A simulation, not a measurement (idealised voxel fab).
process module | voxel capacitor over wiring
cross-section cut | 155 nm wide | cells 5 nm
A cross-section is a grid of square cells, given in bands from the top down. A band is one or more rows of cells.
Each band's line starts with the height of the band's top and of its bottom, in nm. Then come its materials from left to right, each with its width in nm. One material with "throughout" fills the band from edge to edge. "air" is empty space.
Height 0 is the level under which the wafer as received is all one material. The lowest band goes on downwards, as in "0 down".
A width such as "30 to 40" changes by the same amount from each row of cells to the next, from the band's top row to its bottom row.
"no change" after a step means that no cell of the cross-section changed.
closed voids: empty space of 8 cells or more with no open way to the top, each as width x height at its distance from the left edge, in nm
after a step's settings: what the simulator itself notes on the step
overlay nm, on a step with a mask: how far to the right of its planned place the mask lay; to the left if negative
plan
1 op RECEIVE | material Si
2 op CONFORMAL_DEP | material SiO2 | thk nm 15
3 op CONFORMAL_DEP | material SiN | thk nm 5
4 op DIRECTIONAL_DEP | material SiO2 | thk nm 15
5 op PATTERN | tone open | mask id METAL_1 | material resist | width nm 30 | pitch nm 85 | thk nm 20 | overlay nm 0
6 op DIRECTIONAL_ETCH | etch materials SiO2 | depth nm 15
7 op DIRECTIONAL_ETCH | etch materials SiN | depth nm 5
8 op STRIP | etch materials resist
9 op CONFORMAL_DEP | material TiN | thk nm 5
10 op FILL_DEP | material W | thk nm 10
11 op CMP | height nm 35
12 op CONFORMAL_DEP | material SiCN | thk nm 5
13 op DIRECTIONAL_DEP | material SiO2 | thk nm 10
14 op DIRECTIONAL_DEP | material aC | thk nm 15
15 op PATTERN | tone open | mask id PLUG_1 | material resist | width nm 15 | thk nm 30 | overlay nm 0
16 op DIRECTIONAL_ETCH | etch materials aC | depth nm 15
17 op STRIP | etch materials resist
18 op DIRECTIONAL_ETCH | etch materials SiO2 | depth nm 10
19 op DIRECTIONAL_ETCH | etch materials SiCN | depth nm 5
20 op STRIP | etch materials aC
21 op EPI | material Ru | thk nm 10
22 op EPI | material Ru | thk nm 5
23 op DIRECTIONAL_DEP | material TiN | thk nm 10
24 op DIRECTIONAL_DEP | material Al2O3 | thk nm 5
25 op DIRECTIONAL_DEP | material TiN | thk nm 5
26 op MASKED_ETCH | tone cover | mask id UPPER_PLATE | width nm 60 | etch materials TiN | depth nm 5 | overlay nm 0
27 op MASKED_ETCH | tone cover | mask id UPPER_PLATE | width nm 60 | etch materials Al2O3 | depth nm 5 | overlay nm 0
28 op PATTERN | tone cover | mask id LOWER_PLATE | material resist | width nm 70 | thk nm 20 | overlay nm 0
29 op DIRECTIONAL_ETCH | etch materials TiN | depth nm 10
30 op STRIP | etch materials resist
31 op FILL_DEP | material SiO2 | thk nm 20
32 op CMP | height nm 85
33 op PATTERN | tone open | mask id PLUG_2 | material resist | width nm 15 | thk nm 15 | overlay nm 0
34 op DIRECTIONAL_ETCH | etch materials SiO2 | depth nm 15
35 op STRIP | etch materials resist
36 op CONFORMAL_DEP | material TiN | thk nm 5
37 op FILL_DEP | material Ru | thk nm 5
38 op CMP | height nm 85
39 op CONFORMAL_DEP | material SiCN | thk nm 5
as received, after step 1
  0 down: Si throughout
  closed voids: none
a wafer at the end: this start, this plan, one mistake
  90 to 85: Ru throughout
  85 to 75: SiO2 45 | TiN 5 | Ru 5 | TiN 5 | SiO2 95
  75 to 65: SiO2 45 to 35 | TiN 15 to 60 | SiO2 95 to 60
  65 to 60: SiO2 35 | Al2O3 60 | SiO2 60
  60 to 50: SiO2 30 | TiN 70 | SiO2 55
  50 to 40: SiO2 35 | Ru 15 | SiO2 105
  40 to 35: SiCN 35 | Ru 15 | SiCN 105
  35 to 20: SiO2 20 | TiN 5 | W 20 | TiN 5 | SiO2 55 | TiN 5 | W 20 | TiN 5 | SiO2 20
  20 to 15: SiN 20 | TiN 30 | SiN 55 | TiN 30 | SiN 20
  15 to 0: SiO2 throughout
  0 down: Si throughout
  closed voids: none
what went wrong: step 39 ran as: op CONFORMAL_DEP | material Ru | thk nm 5
